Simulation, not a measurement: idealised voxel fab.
process module | voxel transistor to metal
Cross-sectional view cut (width: 300 nm; square cell size: 5 nm).
Think of the cross-section as a grid of square cells. We describe it in bands, top to bottom, and each band covers one or more rows of those cells.
In this notation a band is specified by the heights of its top and bottom, in that order and in nm, after which its materials appear from left to right, each paired with its width in nm. The word "all across" attached to a single material means that material fills the band from edge to edge; the word "empty" stands for empty space.
Counting heights begins at 0, where everything beneath is, in the wafer as received, one material. The lowest band has no bottom; it goes on downwards, as "from 0 down" shows.
You'd read "30 to 40" like this: the band's top row of cells is as wide as the first number, its bottom row is as wide as the second, and going down, every row changes width by the same amount as the row before did.
"no alteration" means the step left every cell of the cross-section as it was.
Look at "Closed cavities" for the closed voids: empty spaces with no open path to the top, sized 8 cells or up. Each is width x height at distance, distance from the left edge, all nm.
Where a step's line continues beyond its settings, the continuation is a remark by the simulator itself on that step.
The setting "overlay nm" may be written on the line of a step. When the step uses a mask, the value reports how far to the right of the planned place the mask lay, and a negative value reports that it lay to the left.

**These are the steps we planned for the process**
| 1 | op RECEIVE | material Si |
| 2 | op OXIDIZE | depth nm 5 |
| 3 | op CONFORMAL_DEP | material SiN | thk nm 10 |
| 4 | op PATTERN | tone cover | mask id ACTIVE | material resist | width nm 110 | pitch nm 140 | thk nm 20 | overlay nm 0 |
| 5 | op DIRECTIONAL_ETCH | etch materials SiN | depth nm 10 |
| 6 | op DIRECTIONAL_ETCH | etch materials SiO2 | depth nm 5 |
| 7 | op DIRECTIONAL_ETCH | etch materials Si | depth nm 20 |
| 8 | op STRIP | etch materials resist |
| 9 | op FILL_DEP | material SiO2 | thk nm 10 |
| 10 | op CMP | height nm 10 |
| 11 | op SELECTIVE_ETCH | etch materials SiO2 | depth nm 5 |
| 12 | op STRIP | etch materials SiN |
| 13 | op SELECTIVE_ETCH | etch materials SiO2 | depth nm 5 |
| 14 | op OXIDIZE | depth nm 5 |
| 15 | op DIRECTIONAL_DEP | material polySi | thk nm 25 |
| 16 | op DIRECTIONAL_DEP | material SiCN | thk nm 10 |
| 17 | op MASKED_ETCH | tone cover | mask id GATE | width nm 20 | pitch nm 140 | etch materials SiCN | depth nm 20 | overlay nm 0 |
| 18 | op MASKED_ETCH | tone cover | mask id GATE | width nm 20 | pitch nm 140 | etch materials polySi | depth nm 35 | overlay nm 0 |
| 19 | op CONFORMAL_DEP | material SiN | thk nm 5 |
| 20 | op DIRECTIONAL_ETCH | etch materials SiN | depth nm 5 |
| 21 | op DIRECTIONAL_ETCH | etch materials SiO2 | depth nm 5 |
| 22 | op DIRECTIONAL_ETCH | etch materials Si | depth nm 15 |
| 23 | op EPI | material SiGe | thk nm 15 |
| 24 | op FILL_DEP | material SiO2 | thk nm 5 |
| 25 | op CMP | height nm 30 |
| 26 | op DIRECTIONAL_DEP | material SiO2 | thk nm 15 |
| 27 | op MASKED_ETCH | tone open | mask id CONTACT | width nm 35 | etch materials SiO2 | depth nm 55 | overlay nm 0 |
| 28 | op CONFORMAL_DEP | material TiN | thk nm 5 |
| 29 | op FILL_DEP | material W | thk nm 5 |
| 30 | op CMP | height nm 45 |
| 31 | op CONFORMAL_DEP | material SiN | thk nm 5 |
| 32 | op DIRECTIONAL_DEP | material lowk | thk nm 25 |
| 33 | op MASKED_ETCH | tone open | mask id METAL_1 | width nm 20 | etch materials lowk | depth nm 25 | overlay nm 0 |
| 34 | op MASKED_ETCH | tone open | mask id METAL_1 | width nm 20 | etch materials SiN | depth nm 5 | overlay nm 0 |
| 35 | op CONFORMAL_DEP | material TiN | thk nm 5 |
| 36 | op FILL_DEP | material Ru | thk nm 5 |
| 37 | op CMP | height nm 75 |
| 38 | op EPI | material Ru | thk nm 5 |
| 39 | op FILL_DEP | material SiCN | thk nm 5 |
| 40 | op DIRECTIONAL_DEP | material SiO2 | thk nm 35 |
| 41 | op DIRECTIONAL_DEP | material aC | thk nm 10 |
| 42 | op PATTERN | tone open | mask id METAL_2 | material resist | width nm 20 | pitch nm 140 | thk nm 30 | overlay nm 0 |
| 43 | op DIRECTIONAL_ETCH | etch materials aC | depth nm 10 |
| 44 | op STRIP | etch materials resist |
| 45 | op DIRECTIONAL_ETCH | etch materials SiO2 | depth nm 20 |
| 46 | op STRIP | etch materials aC |
| 47 | op PATTERN | tone open | mask id METAL_2_HOLES | material resist | width nm 15 | pitch nm 140 | thk nm 20 | overlay nm 0 |
| 48 | op DIRECTIONAL_ETCH | etch materials SiO2 | depth nm 15 |
| 49 | op DIRECTIONAL_ETCH | etch materials SiCN | depth nm 5 |
| 50 | op STRIP | etch materials resist |
| 51 | op CONFORMAL_DEP | material TiN | thk nm 5 |
| 52 | op FILL_DEP | material Ru | thk nm 5 |
| 53 | op CMP | height nm 120 |
| 54 | op CONFORMAL_DEP | material SiCN | thk nm 5 |

**Wafer as received: cross-section following step 1**
  from 0 down  Si all across
  Closed cavities: none

**As-planned run: cross-section of the first of two wafers at end of module**
  from 125 to 120  SiCN all across
  from 120 to 105  SiO2 (30) / TiN (5) / Ru (10) / TiN (5) / SiO2 (120) / TiN (5) / Ru (10) / TiN (5) / SiO2 (110)
  from 105 to 100  SiO2 (30) / TiN (5) / Ru (5) / TiN (10) / SiO2 (120) / TiN (5) / Ru (5) / TiN (10) / SiO2 (110)
  from 100 to 85  SiO2 (30) / TiN (5) / Ru (5) / TiN (5) / SiO2 (125) / TiN (5) / Ru (5) / TiN (5) / SiO2 (115)
  from 85 to 80  SiCN (30) / TiN (15) / SiCN (125) / TiN (15) / SiCN (115)
  from 80 to 75  SiCN (25) / Ru (30) / SiCN (50) / Ru (30) / SiCN (30) / Ru (30) / SiCN (50) / Ru (30) / SiCN (25)
  from 75 to 50  lowk (30) / TiN (5) / Ru (10) / TiN (5) / lowk (60) / TiN (5) / Ru (10) / TiN (5) / lowk (40) / TiN (5) / Ru (10) / TiN (5) / lowk (60) / TiN (5) / Ru (10) / TiN (5) / lowk (30)
  from 50 to 45  SiN (30) / TiN (20) / SiN (60) / TiN (20) / SiN (40) / TiN (20) / SiN (60) / TiN (20) / SiN (30)
  from 45 to 30  SiO2 (30) / TiN (5) / W (25) / TiN (5) / SiO2 (30) / TiN (5) / W (25) / TiN (5) / SiO2 (40) / TiN (5) / W (25) / TiN (5) / SiO2 (30) / TiN (5) / W (25) / TiN (5) / SiO2 (30)
  from 30 to 20  SiO2 (30) / TiN (5) / W (25) / TiN (5) / SiN (5) / SiCN (20) / SiN (5) / TiN (5) / W (25) / TiN (5) / SiO2 (40) / TiN (5) / W (25) / TiN (5) / SiN (5) / SiCN (20) / SiN (5) / TiN (5) / W (25) / TiN (5) / SiO2 (30)
  from 20 to 10  SiO2 (30) / TiN (5) / W (25) / TiN (5) / SiN (5) / polySi (20) / SiN (5) / TiN (5) / W (25) / TiN (5) / SiO2 (40) / TiN (5) / W (25) / TiN (5) / SiN (5) / polySi (20) / SiN (5) / TiN (5) / W (25) / TiN (5) / SiO2 (30)
  from 10 to 5  SiO2 (30) / TiN (5) / W (10) / TiN (20) / SiN (5) / polySi (20) / SiN (5) / TiN (20) / W (10) / TiN (5) / SiO2 (40) / TiN (5) / W (10) / TiN (20) / SiN (5) / polySi (20) / SiN (5) / TiN (20) / W (10) / TiN (5) / SiO2 (30)
  from 5 to 0  SiO2 (30) / TiN (5) / W (10) / TiN (5) / SiGe (15) / SiN (5) / polySi (20) / SiN (5) / SiGe (15) / TiN (5) / W (10) / TiN (5) / SiO2 (40) / TiN (5) / W (10) / TiN (5) / SiGe (15) / SiN (5) / polySi (20) / SiN (5) / SiGe (15) / TiN (5) / W (10) / TiN (5) / SiO2 (30)
  from 0 to -5  SiO2 (20) / SiN (5) / SiO2 (5) / TiN (5) / W (10) / TiN (5) / SiGe (15) / SiN (5) / polySi (20) / SiN (5) / SiGe (15) / TiN (5) / W (10) / TiN (5) / SiO2 (5) / SiN (5) / SiO2 (20) / SiN (5) / SiO2 (5) / TiN (5) / W (10) / TiN (5) / SiGe (15) / SiN (5) / polySi (20) / SiN (5) / SiGe (15) / TiN (5) / W (10) / TiN (5) / SiO2 (5) / SiN (5) / SiO2 (20)
  from -5 to -10  SiO2 (30) / TiN (20) / SiGe (15) / SiO2 (30) / SiGe (15) / TiN (20) / SiO2 (40) / TiN (20) / SiGe (15) / SiO2 (30) / SiGe (15) / TiN (20) / SiO2 (30)
  from -10 to -25  SiO2 (25) / SiGe (40) / Si (30) / SiGe (40) / SiO2 (30) / SiGe (40) / Si (30) / SiGe (40) / SiO2 (25)
  from -25 down  Si all across
  Closed cavities: none

**Second wafer cross-section at end of module - shared start and plan with the first, one mistake in the run**
  from 125 to 120  SiCN all across
  from 120 to 115  Ru (20) / TiN (15) / Ru (10) / TiN (15) / Ru (40) / TiN (40) / Ru (20) / TiN (15) / Ru (10) / TiN (15) / Ru (40) / TiN (40) / Ru (20)
  from 115 to 110  TiN (25) / SiO2 (5) / TiN (5) / Ru (10) / TiN (5) / SiO2 (5) / TiN (50) / SiO2 (30) / TiN (30) / SiO2 (5) / TiN (5) / Ru (10) / TiN (5) / SiO2 (5) / TiN (50) / SiO2 (30) / TiN (25)
  from 110 to 100  SiO2 (30) / TiN (5) / Ru (10) / TiN (5) / SiO2 (120) / TiN (5) / Ru (10) / TiN (5) / SiO2 (110)
  from 100 to 95  SiO2 (30) / TiN (5) / Ru (5) / TiN (10) / SiO2 (120) / TiN (5) / Ru (5) / TiN (10) / SiO2 (110)
  from 95 to 85  SiO2 (30) / TiN (5) / Ru (5) / TiN (5) / SiO2 (125) / TiN (5) / Ru (5) / TiN (5) / SiO2 (115)
  from 85 to 80  SiO2 (30) / TiN (15) / SiO2 (125) / TiN (15) / SiO2 (115)
  from 80 to 75  SiO2 (25) / Ru (30) / SiO2 (50) / Ru (30) / SiO2 (30) / Ru (30) / SiO2 (50) / Ru (30) / SiO2 (25)
  from 75 to 50  lowk (30) / TiN (5) / Ru (10) / TiN (5) / lowk (60) / TiN (5) / Ru (10) / TiN (5) / lowk (40) / TiN (5) / Ru (10) / TiN (5) / lowk (60) / TiN (5) / Ru (10) / TiN (5) / lowk (30)
  from 50 to 45  SiN (30) / TiN (20) / SiN (60) / TiN (20) / SiN (40) / TiN (20) / SiN (60) / TiN (20) / SiN (30)
  from 45 to 30  SiO2 (30) / TiN (5) / W (25) / TiN (5) / SiO2 (30) / TiN (5) / W (25) / TiN (5) / SiO2 (40) / TiN (5) / W (25) / TiN (5) / SiO2 (30) / TiN (5) / W (25) / TiN (5) / SiO2 (30)
  from 30 to 20  SiO2 (30) / TiN (5) / W (25) / TiN (5) / SiN (5) / SiCN (20) / SiN (5) / TiN (5) / W (25) / TiN (5) / SiO2 (40) / TiN (5) / W (25) / TiN (5) / SiN (5) / SiCN (20) / SiN (5) / TiN (5) / W (25) / TiN (5) / SiO2 (30)
  from 20 to 10  SiO2 (30) / TiN (5) / W (25) / TiN (5) / SiN (5) / polySi (20) / SiN (5) / TiN (5) / W (25) / TiN (5) / SiO2 (40) / TiN (5) / W (25) / TiN (5) / SiN (5) / polySi (20) / SiN (5) / TiN (5) / W (25) / TiN (5) / SiO2 (30)
  from 10 to 5  SiO2 (30) / TiN (5) / W (10) / TiN (20) / SiN (5) / polySi (20) / SiN (5) / TiN (20) / W (10) / TiN (5) / SiO2 (40) / TiN (5) / W (10) / TiN (20) / SiN (5) / polySi (20) / SiN (5) / TiN (20) / W (10) / TiN (5) / SiO2 (30)
  from 5 to 0  SiO2 (30) / TiN (5) / W (10) / TiN (5) / SiGe (15) / SiN (5) / polySi (20) / SiN (5) / SiGe (15) / TiN (5) / W (10) / TiN (5) / SiO2 (40) / TiN (5) / W (10) / TiN (5) / SiGe (15) / SiN (5) / polySi (20) / SiN (5) / SiGe (15) / TiN (5) / W (10) / TiN (5) / SiO2 (30)
  from 0 to -5  SiO2 (20) / SiN (5) / SiO2 (5) / TiN (5) / W (10) / TiN (5) / SiGe (15) / SiN (5) / polySi (20) / SiN (5) / SiGe (15) / TiN (5) / W (10) / TiN (5) / SiO2 (5) / SiN (5) / SiO2 (20) / SiN (5) / SiO2 (5) / TiN (5) / W (10) / TiN (5) / SiGe (15) / SiN (5) / polySi (20) / SiN (5) / SiGe (15) / TiN (5) / W (10) / TiN (5) / SiO2 (5) / SiN (5) / SiO2 (20)
  from -5 to -10  SiO2 (30) / TiN (20) / SiGe (15) / SiO2 (30) / SiGe (15) / TiN (20) / SiO2 (40) / TiN (20) / SiGe (15) / SiO2 (30) / SiGe (15) / TiN (20) / SiO2 (30)
  from -10 to -25  SiO2 (25) / SiGe (40) / Si (30) / SiGe (40) / SiO2 (30) / SiGe (40) / Si (30) / SiGe (40) / SiO2 (25)
  from -25 down  Si all across
  Closed cavities: none
Misprocessing identified: step 39 of the plan: omitted, not performed
Cell-count delta at end, second wafer over first, by material: Ru: 30 more; SiCN: 90 fewer; TiN: 60 more
